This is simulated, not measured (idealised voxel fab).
voxel transistor to metal: a process module
The width of the displayed cross-section, cut, is 275 nm; its cells are square, with a size of 5 nm.
Cross-section format: a grid of square cells, given as bands from top to bottom; each band is one or more rows of cells.
In this notation a band is specified by the heights of its top and bottom, in that order and in nm, after which its materials appear from left to right, each paired with its width in nm. The word "edge to edge" attached to a single material means that material fills the band from edge to edge; the word "air" stands for empty space.
Heights are expressed relative to 0, this being the level below which the as-received wafer comprises one material exclusively. The lowest band is unbounded in the downward direction and is denoted as in "0 nm and below".
So if you see something like "30..40" for the width, read it as the top row of the band sitting at the first number and the bottom row at the second, with every row in between moving by the same amount as the last.
For the purposes of this document, the phrase "no alterations made" attached to a step denotes that no cell within the cross-section was modified by that step.
Heads up: "Closed void listing" only lists the empty pockets with no open path to the top that are 8 cells or more, and it writes them as width x height at distance, distance from the left edge, in nm.
Past the settings on a step's line: simulator remark, on that step.
A step line may carry the setting "overlay nm", which, for steps involving a mask, states the distance by which the mask lay to the right of its intended position; negative values denote displacement to the left.

So here's the lineup of process steps we planned
- 1: RECEIVE (material Si)
- 2: CONFORMAL_DEP (material SiO2; thk nm 5)
- 3: CONFORMAL_DEP (material SiN; thk nm 10)
- 4: DIRECTIONAL_DEP (material aC; thk nm 10)
- 5: PATTERN (tone cover; mask id ACTIVE; material resist; width nm 105; pitch nm 125; thk nm 30; overlay nm 0)
- 6: DIRECTIONAL_ETCH (etch materials aC; depth nm 10)
- 7: STRIP (etch materials resist)
- 8: DIRECTIONAL_ETCH (etch materials SiN; depth nm 10)
- 9: DIRECTIONAL_ETCH (etch materials SiO2; depth nm 5)
- 10: DIRECTIONAL_ETCH (etch materials Si; depth nm 20)
- 11: STRIP (etch materials aC)
- 12: OXIDIZE (depth nm 5)
- 13: FILL_DEP (material SiO2; thk nm 15)
- 14: CMP (height nm 15)
- 15: SELECTIVE_ETCH (etch materials SiO2; depth nm 10)
- 16: STRIP (etch materials SiN)
- 17: SELECTIVE_ETCH (etch materials SiO2; depth nm 5)
- 18: OXIDIZE (depth nm 5)
- 19: DIRECTIONAL_DEP (material polySi; thk nm 25)
- 20: DIRECTIONAL_DEP (material SiCN; thk nm 15)
- 21: PATTERN (tone cover; mask id GATE; material resist; width nm 25; pitch nm 125; thk nm 15; overlay nm 0)
- 22: DIRECTIONAL_ETCH (etch materials SiCN; depth nm 25)
- 23: DIRECTIONAL_ETCH (etch materials polySi; depth nm 35)
- 24: STRIP (etch materials resist)
- 25: CONFORMAL_DEP (material SiO2; thk nm 5)
- 26: DIRECTIONAL_ETCH (etch materials SiO2; depth nm 5)
- 27: CONFORMAL_DEP (material SiN; thk nm 10)
- 28: DIRECTIONAL_ETCH (etch materials SiN; depth nm 10)
- 29: DIRECTIONAL_ETCH (etch materials SiO2; depth nm 5)
- 30: EPI (material SiGe; thk nm 5)
- 31: FILL_DEP (material SiO2; thk nm 10)
- 32: CMP (height nm 25)
- 33: STRIP (etch materials polySi)
- 34: SELECTIVE_ETCH (etch materials SiO2; depth nm 5)
- 35: CONFORMAL_DEP (material HfO2; thk nm 5)
- 36: CONFORMAL_DEP (material TiN; thk nm 5)
- 37: FILL_DEP (material W; thk nm 5)
- 38: CMP (height nm 20)
- 39: DIRECTIONAL_DEP (material SiO2; thk nm 10)
- 40: MASKED_ETCH (tone open; mask id CONTACT; width nm 15; etch materials SiO2; depth nm 30; overlay nm 0)
- 41: CONFORMAL_DEP (material TiN; thk nm 5)
- 42: FILL_DEP (material Ru; thk nm 5)
- 43: CMP (height nm 30)
- 44: DIRECTIONAL_DEP (material TiN; thk nm 5)
- 45: DIRECTIONAL_DEP (material Ru; thk nm 25)
- 46: PATTERN (tone cover; mask id METAL_1; material resist; width nm 15; thk nm 20; overlay nm 0)
- 47: DIRECTIONAL_ETCH (etch materials Ru; depth nm 25)
- 48: DIRECTIONAL_ETCH (etch materials TiN; depth nm 5)
- 49: STRIP (etch materials resist)
- 50: FILL_DEP (material lowk; thk nm 5)
- 51: CMP (height nm 60)
- 52: CONFORMAL_DEP (material SiN; thk nm 5)

As-received state of the wafer in cross-section, equivalent to post-step 1
    0 nm and below = Si edge to edge
    Closed void listing: none

End-of-module cross-section. Starting structure and process plan as above; one mistake made in running it
    65 nm to 60 nm = SiN edge to edge
    60 nm to 35 nm = lowk 25 nm, then Ru 15 nm, then lowk 65 nm, then Ru 15 nm, then lowk 30 nm, then Ru 15 nm, then lowk 65 nm, then Ru 15 nm, then lowk 30 nm
    35 nm to 30 nm = lowk 25 nm, then TiN 15 nm, then lowk 65 nm, then TiN 15 nm, then lowk 30 nm, then TiN 15 nm, then lowk 65 nm, then TiN 15 nm, then lowk 30 nm
    30 nm to 25 nm = Ru 20 nm, then TiN 5 nm, then SiO2 15 nm, then TiN 5 nm, then Ru 55 nm, then TiN 5 nm, then SiO2 15 nm, then TiN 5 nm, then Ru 20 nm, then TiN 5 nm, then SiO2 15 nm, then TiN 5 nm, then Ru 55 nm, then TiN 5 nm, then SiO2 15 nm, then TiN 5 nm, then Ru 25 nm
    25 nm to 20 nm = Ru 20 nm, then TiN 5 nm, then SiO2 15 nm, then TiN 65 nm, then SiO2 15 nm, then TiN 5 nm, then Ru 20 nm, then TiN 5 nm, then SiO2 15 nm, then TiN 65 nm, then SiO2 15 nm, then TiN 5 nm, then Ru 25 nm
    20 nm to 5 nm = Ru 20 nm, then TiN 5 nm, then SiO2 15 nm, then TiN 5 nm, then SiN 10 nm, then HfO2 5 nm, then TiN 5 nm, then W 15 nm, then TiN 5 nm, then HfO2 5 nm, then SiN 10 nm, then TiN 5 nm, then SiO2 15 nm, then TiN 5 nm, then Ru 20 nm, then TiN 5 nm, then SiO2 15 nm, then TiN 5 nm, then SiN 10 nm, then HfO2 5 nm, then TiN 5 nm, then W 15 nm, then TiN 5 nm, then HfO2 5 nm, then SiN 10 nm, then TiN 5 nm, then SiO2 15 nm, then TiN 5 nm, then Ru 25 nm
    5 nm to 0 nm = TiN 25 nm, then SiO2 15 nm, then TiN 5 nm, then SiN 10 nm, then HfO2 5 nm, then TiN 25 nm, then HfO2 5 nm, then SiN 10 nm, then TiN 5 nm, then SiO2 15 nm, then TiN 30 nm, then SiO2 15 nm, then TiN 5 nm, then SiN 10 nm, then HfO2 5 nm, then TiN 25 nm, then HfO2 5 nm, then SiN 10 nm, then TiN 5 nm, then SiO2 15 nm, then TiN 30 nm
    0 nm to -5 nm = SiO2 20 nm, then SiGe 25 nm, then SiO2 10 nm, then HfO2 35 nm, then SiO2 10 nm, then SiGe 25 nm, then SiO2 20 nm, then SiGe 25 nm, then SiO2 10 nm, then HfO2 35 nm, then SiO2 10 nm, then SiGe 25 nm, then SiO2 25 nm
    -5 nm to -25 nm = SiO2 25 nm, then Si 95 nm, then SiO2 30 nm, then Si 95 nm, then SiO2 30 nm
    -25 nm and below = Si edge to edge
    Closed void listing: none
So what did we get wrong on this run? contrary to plan, step 40 was performed as MASKED_ETCH (tone cover; mask id CONTACT; width nm 15; etch materials SiO2; depth nm 30; overlay nm 0)
